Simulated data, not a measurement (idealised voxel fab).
The following is a process module called voxel trench capacitor.
Shown is cross-section cut, with a width of 235 nm and square cells of size 5 nm.
For the purposes of this document, a cross-section shall be understood as a grid of square cells, specified as bands listed in top-to-bottom order, each band consisting of one or more rows of cells.
What a band's entry tells you: where the top is and where the bottom is, as heights in nm, and after that what lies inside, material by material from left to right, each with its width in nm. Empty space is written as the word "air", and a single material marked with the word "throughout" occupies the band from edge to edge.
The reference from which all heights are counted is 0, the level beneath which the as-received wafer is entirely one material; the lowest band, having no lower bound, proceeds downward and is written after the example "0..down".
The two numbers in a width such as "30 to 40" mark its ends across the band: the first belongs to the top row of cells, the second to the bottom row, and from each row to the next the width moves by the same amount.
For the purposes of this document, the phrase "stayed the same" attached to a step denotes that no cell within the cross-section was modified by that step.
Heads up: "Enclosed void inventory" only lists the empty pockets with no open path to the top that are 8 cells or more, and it writes them as width x height at distance, distance from the left edge, in nm.
Post-settings text on a step line: simulator's own remark regarding the step.
Regarding "overlay nm": on a step with a mask, it is the distance the mask lay to the right of its planned place; a negative value places it to the left.
**The process steps that were planned are listed below**
1) RECEIVE with material Si
2) CONFORMAL_DEP with material SiN, thk nm 5
3) MASKED_ETCH with tone open, mask id TRENCH, width nm 25, pitch nm 40, etch materials SiN, depth nm 5, overlay nm -15
4) MASKED_ETCH with tone open, mask id TRENCH, width nm 25, pitch nm 40, etch materials Si, depth nm 35, overlay nm 0
5) CONFORMAL_DEP with material HfO2, thk nm 5
6) CONFORMAL_DEP with material TiN, thk nm 5
7) FILL_DEP with material W, thk nm 10
8) CMP with height nm 5
The plan shows the overlay nm of step 3 as the first wafer had it; this setting differs between the wafers, which start out alike.
**Step 1 complete: as-received cross-section of the first of several wafers**
    0..down | Si throughout
    Enclosed void inventory: none
**Cross-section, first of several wafers, end of module, after last step 8**
    5..0 | SiN=50; HfO2=25; SiN=15; HfO2=25; SiN=15; HfO2=25; SiN=80
    0..-35 | Si=65; HfO2=10; Si=30; HfO2=10; Si=30; HfO2=10; Si=80
    -35..down | Si throughout
    Enclosed void inventory: none
**Here's the last wafer cross-sectioned at the end of the module**
    5..0 | SiN=80; HfO2=25; SiN=15; HfO2=25; SiN=15; HfO2=25; SiN=50
    0..-35 | Si=80; HfO2=10; Si=30; HfO2=10; Si=30; HfO2=10; Si=65
    -35..down | Si throughout
    Enclosed void inventory: none
**Each row below is a wafer at the end of the module, listing for every material the number of cells it has gained (+) or lost (-) since it was received, followed by its closed voids**
overlay nm -15; +57 HfO2; -42 Si; +32 SiN; Enclosed void inventory: none
overlay nm -10; +57 HfO2; -63 Si; +32 SiN; +21 TiN; Enclosed void inventory: none
overlay nm -5; +57 HfO2; -84 Si; +32 SiN; +42 TiN; Enclosed void inventory: none
overlay nm 0; +57 HfO2; -105 Si; +32 SiN; +45 TiN; +18 W; Enclosed void inventory: none
overlay nm 5; +57 HfO2; -84 Si; +32 SiN; +42 TiN; Enclosed void inventory: none
overlay nm 10; +57 HfO2; -63 Si; +32 SiN; +21 TiN; Enclosed void inventory: none
overlay nm 15; +57 HfO2; -42 Si; +32 SiN; Enclosed void inventory: none
